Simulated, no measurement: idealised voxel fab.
process module | voxel self aligned vias
cross-section cut | 145 nm wide | cells 5 nm
A cross-section is a grid of square cells, given in bands from the top down. A band is one or more rows of cells.
Each band's line starts with the height of the band's top and of its bottom, in nm. Then come its materials from left to right, each with its width in nm. One material with "throughout" fills the band from edge to edge. "air" is empty space.
Height 0 is the level under which the wafer as received is all one material. The lowest band goes on downwards, as in "0 down".
A width such as "30 to 40" changes by the same amount from each row of cells to the next, from the band's top row to its bottom row.
"no change" after a step means that no cell of the cross-section changed.
closed voids: empty space of 8 cells or more with no open way to the top, each as width x height at its distance from the left edge, in nm
after a step's settings: what the simulator itself notes on the step
overlay nm, on a step with a mask: how far to the right of its planned place the mask lay; to the left if negative
plan
1 op RECEIVE | material Si
2 op CONFORMAL_DEP | material SiO2 | thk nm 15
3 op CONFORMAL_DEP | material SiCN | thk nm 5
4 op DIRECTIONAL_DEP | material lowk | thk nm 25
5 op MASKED_ETCH | tone open | mask id LINES | width nm 25 | pitch nm 65 | etch materials lowk | depth nm 25 | overlay nm 0
6 op CONFORMAL_DEP | material TiN | thk nm 5
7 op FILL_DEP | material Ru | thk nm 5
8 op CMP | height nm 45
9 op SELECTIVE_ETCH | etch materials W Ru TiN | depth nm 10
10 op FILL_DEP | material SiN | thk nm 5
11 op CMP | height nm 45
12 op DIRECTIONAL_DEP | material lowk | thk nm 20
13 op DIRECTIONAL_DEP | material aC | thk nm 15
14 op PATTERN | tone open | mask id VIAS | material resist | width nm 45 | thk nm 35 | overlay nm 0
15 op DIRECTIONAL_ETCH | etch materials aC | depth nm 15
16 op STRIP | etch materials resist
17 op DIRECTIONAL_ETCH | etch materials lowk | depth nm 10
18 op DIRECTIONAL_ETCH | etch materials SiN | depth nm 10
19 op STRIP | etch materials aC
20 op CONFORMAL_DEP | material TiN | thk nm 5
21 op FILL_DEP | material W | thk nm 10
22 op CMP | height nm 65
23 op CONFORMAL_DEP | material SiN | thk nm 5
varied across the wafers: depth nm of step 17. The plan shows the first wafer's value. All wafers start alike
first wafer as received, after step 1
  0 down: Si throughout
  closed voids: none
first wafer at the end, after step 23
  70 to 65: SiN throughout
  65 to 60: lowk 15 | TiN 5 | W 35 | TiN 5 | lowk 85
  60 to 55: lowk 15 | TiN 45 | lowk 85
  55 to 45: lowk throughout
  45 to 35: lowk 25 | SiN 25 | lowk 40 | SiN 25 | lowk 30
  35 to 25: lowk 25 | TiN 5 | Ru 15 | TiN 5 | lowk 40 | TiN 5 | Ru 15 | TiN 5 | lowk 30
  25 to 20: lowk 25 | TiN 25 | lowk 40 | TiN 25 | lowk 30
  20 to 15: SiCN throughout
  15 to 0: SiO2 throughout
  0 down: Si throughout
  closed voids: none
last wafer at the end
  70 to 65: SiN throughout
  65 to 45: lowk 15 | TiN 5 | W 35 | TiN 5 | lowk 85
  45 to 40: lowk 15 | TiN 5 | W 35 | TiN 5 | lowk 30 | SiN 25 | lowk 30
  40 to 35: lowk 15 | TiN 45 | lowk 30 | SiN 25 | lowk 30
  35 to 25: lowk 15 to 25 | TiN 15 to 5 | Ru 15 | TiN 15 to 5 | lowk 30 to 40 | TiN 5 | Ru 15 | TiN 5 | lowk 30
  25 to 20: lowk 25 | TiN 25 | lowk 40 | TiN 25 | lowk 30
  20 to 15: SiCN throughout
  15 to 0: SiO2 throughout
  0 down: Si throughout
  closed voids: none
each wafer at the end: cells of each material gained (+) or lost (-) since it was received, then its closed voids
depth nm 10 | +12 Ru | +29 SiCN | +49 SiN | +87 SiO2 | +29 TiN | +7 W | +193 lowk | closed voids: none
depth nm 15 | +12 Ru | +29 SiCN | +49 SiN | +87 SiO2 | +31 TiN | +14 W | +184 lowk | closed voids: none
depth nm 20 | +12 Ru | +29 SiCN | +39 SiN | +87 SiO2 | +37 TiN | +27 W | +175 lowk | closed voids: none
depth nm 25 | +12 Ru | +29 SiCN | +39 SiN | +87 SiO2 | +37 TiN | +31 W | +171 lowk | closed voids: none
depth nm 30 | +12 Ru | +29 SiCN | +39 SiN | +87 SiO2 | +37 TiN | +35 W | +167 lowk | closed voids: none
depth nm 35 | +12 Ru | +29 SiCN | +39 SiN | +87 SiO2 | +41 TiN | +35 W | +163 lowk | closed voids: none
